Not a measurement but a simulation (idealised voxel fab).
process module | voxel self aligned contacts
cross-section cut | 290 nm wide | cells 5 nm
A cross-section is a grid of square cells, given in bands from the top down. A band is one or more rows of cells.
Each band's line starts with the height of the band's top and of its bottom, in nm. Then come its materials from left to right, each with its width in nm. One material with "throughout" fills the band from edge to edge. "air" is empty space.
Height 0 is the level under which the wafer as received is all one material. The lowest band goes on downwards, as in "0 down".
A width such as "30 to 40" changes by the same amount from each row of cells to the next, from the band's top row to its bottom row.
"no change" after a step means that no cell of the cross-section changed.
closed voids: empty space of 8 cells or more with no open way to the top, each as width x height at its distance from the left edge, in nm
after a step's settings: what the simulator itself notes on the step
overlay nm, on a step with a mask: how far to the right of its planned place the mask lay; to the left if negative
plan
1 op RECEIVE | material Si
2 op CONFORMAL_DEP | material SiO2 | thk nm 5
3 op DIRECTIONAL_DEP | material polySi | thk nm 25
4 op DIRECTIONAL_DEP | material SiN | thk nm 25
5 op PATTERN | tone cover | mask id GATE | material resist | width nm 25 | pitch nm 60 | thk nm 15 | overlay nm 0
6 op DIRECTIONAL_ETCH | etch materials SiN | depth nm 25
7 op DIRECTIONAL_ETCH | etch materials polySi | depth nm 25
8 op STRIP | etch materials resist
9 op CONFORMAL_DEP | material SiN | thk nm 10
10 op DIRECTIONAL_ETCH | etch materials SiN | depth nm 10
11 op FILL_DEP | material SiO2 | thk nm 15
12 op CMP | height nm 65
13 op DIRECTIONAL_DEP | material aC | thk nm 10
14 op PATTERN | tone open | mask id CONTACT | material resist | width nm 45 | pitch nm 60 | thk nm 30 | overlay nm 0
15 op DIRECTIONAL_ETCH | etch materials aC | depth nm 10
16 op STRIP | etch materials resist
17 op DIRECTIONAL_ETCH | etch materials SiO2 | depth nm 65
18 op STRIP | etch materials aC
19 op CONFORMAL_DEP | material TiN | thk nm 5
20 op FILL_DEP | material W | thk nm 10
21 op CMP | height nm 65
22 op CONFORMAL_DEP | material SiCN | thk nm 5
first wafer, as planned
as received, after step 1
  0 down: Si throughout
  closed voids: none
after step 2
  5 to 0: SiO2 throughout
  below 0: unchanged
after step 3
  30 to 5: polySi throughout
  below 5: unchanged
after step 4
  55 to 30: SiN throughout
  below 30: unchanged
after step 5
  70 to 55: air 70 | resist 25 | air 35 | resist 25 | air 35 | resist 25 | air 75
  below 55: unchanged
after step 6
  70 to 55: air 70 | resist 25 | air 35 | resist 25 | air 35 | resist 25 | air 75
  55 to 30: air 70 | SiN 25 | air 35 | SiN 25 | air 35 | SiN 25 | air 75
  below 30: unchanged
after step 7
  70 to 55: air 70 | resist 25 | air 35 | resist 25 | air 35 | resist 25 | air 75
  55 to 30: air 70 | SiN 25 | air 35 | SiN 25 | air 35 | SiN 25 | air 75
  30 to 5: air 70 | polySi 25 | air 35 | polySi 25 | air 35 | polySi 25 | air 75
  below 5: unchanged
after step 8
  55 to 30: air 70 | SiN 25 | air 35 | SiN 25 | air 35 | SiN 25 | air 75
  below 30: unchanged
after step 9
  65 to 30: air 60 | SiN 45 | air 15 | SiN 45 | air 15 | SiN 45 | air 65
  30 to 15: air 60 | SiN 10 | polySi 25 | SiN 10 | air 15 | SiN 10 | polySi 25 | SiN 10 | air 15 | SiN 10 | polySi 25 | SiN 10 | air 65
  15 to 5: SiN 70 | polySi 25 | SiN 35 | polySi 25 | SiN 35 | polySi 25 | SiN 75
  below 5: unchanged
after step 10
  55 to 30: air 60 | SiN 45 | air 15 | SiN 45 | air 15 | SiN 45 | air 65
  30 to 5: air 60 | SiN 10 | polySi 25 | SiN 10 | air 15 | SiN 10 | polySi 25 | SiN 10 | air 15 | SiN 10 | polySi 25 | SiN 10 | air 65
  below 5: unchanged
after step 11
  70 to 55: SiO2 throughout
  55 to 30: SiO2 60 | SiN 45 | SiO2 15 | SiN 45 | SiO2 15 | SiN 45 | SiO2 65
  30 to 5: SiO2 60 | SiN 10 | polySi 25 | SiN 10 | SiO2 15 | SiN 10 | polySi 25 | SiN 10 | SiO2 15 | SiN 10 | polySi 25 | SiN 10 | SiO2 65
  below 5: unchanged
after step 12
  65 to 55: SiO2 throughout
  below 55: unchanged
after step 13
  75 to 65: aC throughout
  below 65: unchanged
after step 14
  105 to 75: resist 90 | air 45 | resist 15 | air 45 | resist 95
  below 75: unchanged
after step 15
  95 to 75: resist 90 | air 45 | resist 15 | air 45 | resist 95
  75 to 65: aC 90 | air 45 | aC 15 | air 45 | aC 95
  below 65: unchanged
after step 16
  75 to 65: aC 90 | air 45 | aC 15 | air 45 | aC 95
  below 65: unchanged
after step 17
  75 to 65: aC 90 | air 45 | aC 15 | air 45 | aC 95
  65 to 55: SiO2 90 | air 45 | SiO2 15 | air 45 | SiO2 95
  55 to 30: SiO2 60 | SiN 45 | air 15 | SiN 45 | air 15 | SiN 45 | SiO2 65
  30 to 5: SiO2 60 | SiN 10 | polySi 25 | SiN 10 | air 15 | SiN 10 | polySi 25 | SiN 10 | air 15 | SiN 10 | polySi 25 | SiN 10 | SiO2 65
  5 to 0: SiO2 105 | air 15 | SiO2 45 | air 15 | SiO2 110
  below 0: unchanged
after step 18
  65 to 55: SiO2 90 | air 45 | SiO2 15 | air 45 | SiO2 95
  below 55: unchanged
after step 19
  70 to 65: TiN 95 | air 35 | TiN 25 | air 35 | TiN 100
  65 to 55: SiO2 90 | TiN 5 to 20 | air 35 to 5 | TiN 5 to 20 | SiO2 15 | TiN 5 to 20 | air 35 to 5 | TiN 5 to 20 | SiO2 95
  55 to 30: SiO2 60 | SiN 45 | TiN 5 | air 5 | TiN 5 | SiN 45 | TiN 5 | air 5 | TiN 5 | SiN 45 | SiO2 65
  30 to 5: SiO2 60 | SiN 10 | polySi 25 | SiN 10 | TiN 5 | air 5 | TiN 5 | SiN 10 | polySi 25 | SiN 10 | TiN 5 | air 5 | TiN 5 | SiN 10 | polySi 25 | SiN 10 | SiO2 65
  5 to 0: SiO2 105 | TiN 15 | SiO2 45 | TiN 15 | SiO2 110
  below 0: unchanged
after step 20
  80 to 70: W throughout
  70 to 65: TiN 95 | W 35 | TiN 25 | W 35 | TiN 100
  65 to 55: SiO2 90 | TiN 5 to 20 | W 35 to 5 | TiN 5 to 20 | SiO2 15 | TiN 5 to 20 | W 35 to 5 | TiN 5 to 20 | SiO2 95
  55 to 30: SiO2 60 | SiN 45 | TiN 5 | W 5 | TiN 5 | SiN 45 | TiN 5 | W 5 | TiN 5 | SiN 45 | SiO2 65
  30 to 5: SiO2 60 | SiN 10 | polySi 25 | SiN 10 | TiN 5 | W 5 | TiN 5 | SiN 10 | polySi 25 | SiN 10 | TiN 5 | W 5 | TiN 5 | SiN 10 | polySi 25 | SiN 10 | SiO2 65
  below 5: unchanged
after step 21
  65 to 55: SiO2 90 | TiN 5 to 20 | W 35 to 5 | TiN 5 to 20 | SiO2 15 | TiN 5 to 20 | W 35 to 5 | TiN 5 to 20 | SiO2 95
  below 55: unchanged
after step 22
  70 to 65: SiCN throughout
  below 65: unchanged
second wafer: like start, like plan, one mistake. Through step 4 it matches the first wafer
when step 5 should have ended
  70 to 55: resist 70 | air 25 | resist 35 | air 25 | resist 35 | air 25 | resist 75
  below 55: unchanged
when step 6 should have ended
  70 to 55: resist 70 | air 25 | resist 35 | air 25 | resist 35 | air 25 | resist 75
  55 to 30: SiN 70 | air 25 | SiN 35 | air 25 | SiN 35 | air 25 | SiN 75
  below 30: unchanged
when step 7 should have ended
  70 to 55: resist 70 | air 25 | resist 35 | air 25 | resist 35 | air 25 | resist 75
  55 to 30: SiN 70 | air 25 | SiN 35 | air 25 | SiN 35 | air 25 | SiN 75
  30 to 5: polySi 70 | air 25 | polySi 35 | air 25 | polySi 35 | air 25 | polySi 75
  below 5: unchanged
when step 8 should have ended
  55 to 30: SiN 70 | air 25 | SiN 35 | air 25 | SiN 35 | air 25 | SiN 75
  below 30: unchanged
when step 9 should have ended
  65 to 30: SiN 80 | air 5 | SiN 55 | air 5 | SiN 55 | air 5 | SiN 85
  30 to 15: polySi 70 | SiN 10 | air 5 | SiN 10 | polySi 35 | SiN 10 | air 5 | SiN 10 | polySi 35 | SiN 10 | air 5 | SiN 10 | polySi 75
  15 to 5: polySi 70 | SiN 25 | polySi 35 | SiN 25 | polySi 35 | SiN 25 | polySi 75
  below 5: unchanged
when step 10 should have ended
  55 to 30: SiN 80 | air 5 | SiN 55 | air 5 | SiN 55 | air 5 | SiN 85
  30 to 5: polySi 70 | SiN 10 | air 5 | SiN 10 | polySi 35 | SiN 10 | air 5 | SiN 10 | polySi 35 | SiN 10 | air 5 | SiN 10 | polySi 75
  below 5: unchanged
when step 11 should have ended
  70 to 55: SiO2 throughout
  55 to 30: SiN 80 | SiO2 5 | SiN 55 | SiO2 5 | SiN 55 | SiO2 5 | SiN 85
  30 to 5: polySi 70 | SiN 10 | SiO2 5 | SiN 10 | polySi 35 | SiN 10 | SiO2 5 | SiN 10 | polySi 35 | SiN 10 | SiO2 5 | SiN 10 | polySi 75
  below 5: unchanged
when step 12 should have ended
  65 to 55: SiO2 throughout
  below 55: unchanged
when step 13 should have ended
  75 to 65: aC throughout
  below 65: unchanged
when step 14 should have ended
  105 to 75: resist 90 | air 45 | resist 15 | air 45 | resist 95
  below 75: unchanged
when step 15 should have ended
  95 to 75: resist 90 | air 45 | resist 15 | air 45 | resist 95
  75 to 65: aC 90 | air 45 | aC 15 | air 45 | aC 95
  below 65: unchanged
when step 16 should have ended
  75 to 65: aC 90 | air 45 | aC 15 | air 45 | aC 95
  below 65: unchanged
when step 17 should have ended
  75 to 65: aC 90 | air 45 | aC 15 | air 45 | aC 95
  65 to 55: SiO2 90 | air 45 | SiO2 15 | air 45 | SiO2 95
  below 55: unchanged
when step 18 should have ended
  65 to 55: SiO2 90 | air 45 | SiO2 15 | air 45 | SiO2 95
  below 55: unchanged
when step 19 should have ended
  70 to 65: TiN 95 | air 35 | TiN 25 | air 35 | TiN 100
  65 to 60: SiO2 90 | TiN 5 | air 35 | TiN 5 | SiO2 15 | TiN 5 | air 35 | TiN 5 | SiO2 95
  60 to 55: SiO2 90 | TiN 45 | SiO2 15 | TiN 45 | SiO2 95
  below 55: unchanged
when step 20 should have ended
  80 to 70: W throughout
  70 to 65: TiN 95 | W 35 | TiN 25 | W 35 | TiN 100
  65 to 60: SiO2 90 | TiN 5 | W 35 | TiN 5 | SiO2 15 | TiN 5 | W 35 | TiN 5 | SiO2 95
  below 60: unchanged
when step 21 should have ended
  65 to 60: SiO2 90 | TiN 5 | W 35 | TiN 5 | SiO2 15 | TiN 5 | W 35 | TiN 5 | SiO2 95
  below 60: unchanged
when step 22 should have ended
  70 to 65: SiCN throughout
  below 65: unchanged
what went wrong: step 5 ran as: op PATTERN | tone open | mask id GATE | material resist | width nm 25 | pitch nm 60 | thk nm 15 | overlay nm 0
at the end the second wafer has, in cells: 140 more of SiN | 214 fewer of SiO2 | 44 fewer of TiN | 22 fewer of W | 140 more of polySi
